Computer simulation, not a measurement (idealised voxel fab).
process module | voxel transistor to metal
cross-section cut | 155 nm wide | cells 5 nm
A cross-section is a grid of square cells, given in bands from the top down. A band is one or more rows of cells.
Each band's line starts with the height of the band's top and of its bottom, in nm. Then come its materials from left to right, each with its width in nm. One material with "throughout" fills the band from edge to edge. "air" is empty space.
Height 0 is the level under which the wafer as received is all one material. The lowest band goes on downwards, as in "0 down".
A width such as "30 to 40" changes by the same amount from each row of cells to the next, from the band's top row to its bottom row.
"no change" after a step means that no cell of the cross-section changed.
closed voids: empty space of 8 cells or more with no open way to the top, each as width x height at its distance from the left edge, in nm
after a step's settings: what the simulator itself notes on the step
overlay nm, on a step with a mask: how far to the right of its planned place the mask lay; to the left if negative
plan
1 op RECEIVE | material Si
2 op OXIDIZE | depth nm 5
3 op CONFORMAL_DEP | material SiN | thk nm 15
4 op MASKED_ETCH | tone cover | mask id ACTIVE | width nm 115 | etch materials SiN | depth nm 15 | overlay nm 0
5 op MASKED_ETCH | tone cover | mask id ACTIVE | width nm 115 | etch materials SiO2 | depth nm 5 | overlay nm 0
6 op MASKED_ETCH | tone cover | mask id ACTIVE | width nm 115 | etch materials Si | depth nm 25 | overlay nm 0
7 op FILL_DEP | material SiO2 | thk nm 15
8 op CMP | height nm 15
9 op SELECTIVE_ETCH | etch materials SiO2 | depth nm 10
10 op STRIP | etch materials SiN
11 op SELECTIVE_ETCH | etch materials SiO2 | depth nm 5
12 op OXIDIZE | depth nm 5
13 op DIRECTIONAL_DEP | material polySi | thk nm 30
14 op DIRECTIONAL_DEP | material SiCN | thk nm 10
15 op MASKED_ETCH | tone cover | mask id GATE | width nm 25 | etch materials SiCN | depth nm 20 | overlay nm 0
16 op MASKED_ETCH | tone cover | mask id GATE | width nm 25 | etch materials polySi | depth nm 40 | overlay nm 0
17 op CONFORMAL_DEP | material SiN | thk nm 5
18 op DIRECTIONAL_ETCH | etch materials SiN | depth nm 5
19 op DIRECTIONAL_ETCH | etch materials SiO2 | depth nm 5
20 op DIRECTIONAL_ETCH | etch materials Si | depth nm 5
21 op EPI | material pSi | thk nm 5
22 op FILL_DEP | material SiO2 | thk nm 5
23 op CMP | height nm 35
24 op DIRECTIONAL_DEP | material SiO2 | thk nm 10
25 op DIRECTIONAL_DEP | material aC | thk nm 10
26 op PATTERN | tone open | mask id CONTACT | material resist | width nm 20 | pitch nm 85 | thk nm 25 | overlay nm 0
27 op DIRECTIONAL_ETCH | etch materials aC | depth nm 10
28 op STRIP | etch materials resist
29 op DIRECTIONAL_ETCH | etch materials SiO2 | depth nm 55
30 op STRIP | etch materials aC
31 op CONFORMAL_DEP | material TiN | thk nm 5
32 op FILL_DEP | material W | thk nm 5
33 op CMP | height nm 45
34 op DIRECTIONAL_DEP | material TiN | thk nm 5
35 op DIRECTIONAL_DEP | material Ru | thk nm 25
36 op PATTERN | tone cover | mask id METAL_1 | material resist | width nm 20 | pitch nm 85 | thk nm 15 | overlay nm 0
37 op DIRECTIONAL_ETCH | etch materials Ru | depth nm 25
38 op DIRECTIONAL_ETCH | etch materials TiN | depth nm 5
39 op STRIP | etch materials resist
40 op FILL_DEP | material lowk | thk nm 10
41 op CMP | height nm 75
42 op CONFORMAL_DEP | material SiCN | thk nm 5
43 op DIRECTIONAL_DEP | material SiO2 | thk nm 25
44 op MASKED_ETCH | tone open | mask id METAL_2 | width nm 20 | pitch nm 85 | etch materials SiO2 | depth nm 15 | overlay nm 0
45 op PATTERN | tone open | mask id METAL_2_HOLES | material resist | width nm 15 | pitch nm 85 | thk nm 15 | overlay nm 0
46 op DIRECTIONAL_ETCH | etch materials SiO2 | depth nm 10
47 op DIRECTIONAL_ETCH | etch materials SiCN | depth nm 5
48 op STRIP | etch materials resist
49 op CONFORMAL_DEP | material TiN | thk nm 5
50 op FILL_DEP | material Cu | thk nm 5
51 op CMP | height nm 105
52 op CONFORMAL_DEP | material SiCN | thk nm 5
as received, after step 1
  0 down: Si throughout
  closed voids: none
first wafer at the end, as planned
  110 to 105: SiCN throughout
  105 to 95: SiO2 25 | TiN 5 | Cu 10 | TiN 5 | SiO2 65 | TiN 5 | Cu 10 | TiN 5 | SiO2 25
  95 to 90: SiO2 25 | TiN 5 | Cu 5 | TiN 10 | SiO2 65 | TiN 5 | Cu 5 | TiN 10 | SiO2 25
  90 to 80: SiO2 25 | TiN 5 | Cu 5 | TiN 5 | SiO2 70 | TiN 5 | Cu 5 | TiN 5 | SiO2 30
  80 to 75: SiCN 25 | TiN 15 | SiCN 70 | TiN 15 | SiCN 30
  75 to 50: lowk 25 | Ru 20 | lowk 65 | Ru 20 | lowk 25
  50 to 45: lowk 25 | TiN 20 | lowk 65 | TiN 20 | lowk 25
  45 to 35: SiO2 25 | TiN 5 | W 10 | TiN 5 | SiO2 65 | TiN 5 | W 10 | TiN 5 | SiO2 25
  35 to 25: SiO2 25 | TiN 5 | W 10 | TiN 5 | SiO2 15 | SiN 5 | SiCN 25 | SiN 5 | SiO2 15 | TiN 5 | W 10 | TiN 5 | SiO2 25
  25 to 0: SiO2 25 | TiN 5 | W 10 | TiN 5 | SiO2 15 | SiN 5 | polySi 25 | SiN 5 | SiO2 15 | TiN 5 | W 10 | TiN 5 | SiO2 25
  0 to -5: SiO2 15 | SiN 5 | SiO2 5 | TiN 5 | W 10 | TiN 5 | SiO2 15 | SiN 5 | polySi 25 | SiN 5 | SiO2 15 | TiN 5 | W 10 | TiN 5 | SiO2 5 | SiN 5 | SiO2 15
  -5 to -10: SiO2 25 | TiN 20 | SiO2 10 | pSi 5 | SiO2 35 | pSi 5 | SiO2 10 | TiN 20 | SiO2 25
  -10 to -15: SiO2 20 | pSi 40 | Si 35 | pSi 40 | SiO2 20
  -15 to -30: SiO2 20 | Si 115 | SiO2 20
  -30 down: Si throughout
  closed voids: none
second wafer at the end: like start, like plan, one mistake
  110 to 105: SiCN throughout
  105 to 95: SiO2 25 | TiN 5 | Cu 10 | TiN 5 | SiO2 65 | TiN 5 | Cu 10 | TiN 5 | SiO2 25
  95 to 90: SiO2 25 | TiN 5 | Cu 5 | TiN 10 | SiO2 65 | TiN 5 | Cu 5 | TiN 10 | SiO2 25
  90 to 80: SiO2 25 | TiN 5 | Cu 5 | TiN 5 | SiO2 70 | TiN 5 | Cu 5 | TiN 5 | SiO2 30
  80 to 75: SiCN 25 | TiN 15 | SiCN 70 | TiN 15 | SiCN 30
  75 to 50: lowk 20 | Ru 20 | lowk 65 | Ru 20 | lowk 30
  50 to 45: lowk 20 | TiN 20 | lowk 65 | TiN 20 | lowk 30
  45 to 35: SiO2 25 | TiN 5 | W 10 | TiN 5 | SiO2 65 | TiN 5 | W 10 | TiN 5 | SiO2 25
  35 to 25: SiO2 25 | TiN 5 | W 10 | TiN 5 | SiO2 15 | SiN 5 | SiCN 25 | SiN 5 | SiO2 15 | TiN 5 | W 10 | TiN 5 | SiO2 25
  25 to 0: SiO2 25 | TiN 5 | W 10 | TiN 5 | SiO2 15 | SiN 5 | polySi 25 | SiN 5 | SiO2 15 | TiN 5 | W 10 | TiN 5 | SiO2 25
  0 to -5: SiO2 15 | SiN 5 | SiO2 5 | TiN 5 | W 10 | TiN 5 | SiO2 15 | SiN 5 | polySi 25 | SiN 5 | SiO2 15 | TiN 5 | W 10 | TiN 5 | SiO2 5 | SiN 5 | SiO2 15
  -5 to -10: SiO2 25 | TiN 20 | SiO2 10 | pSi 5 | SiO2 35 | pSi 5 | SiO2 10 | TiN 20 | SiO2 25
  -10 to -15: SiO2 20 | pSi 40 | Si 35 | pSi 40 | SiO2 20
  -15 to -30: SiO2 20 | Si 115 | SiO2 20
  -30 down: Si throughout
  closed voids: none
what went wrong: step 36 ran as: op PATTERN | tone cover | mask id METAL_1 | material resist | width nm 20 | pitch nm 85 | thk nm 15 | overlay nm -5
at the end the second wafer has, in cells: as many of each material as the first, in other places
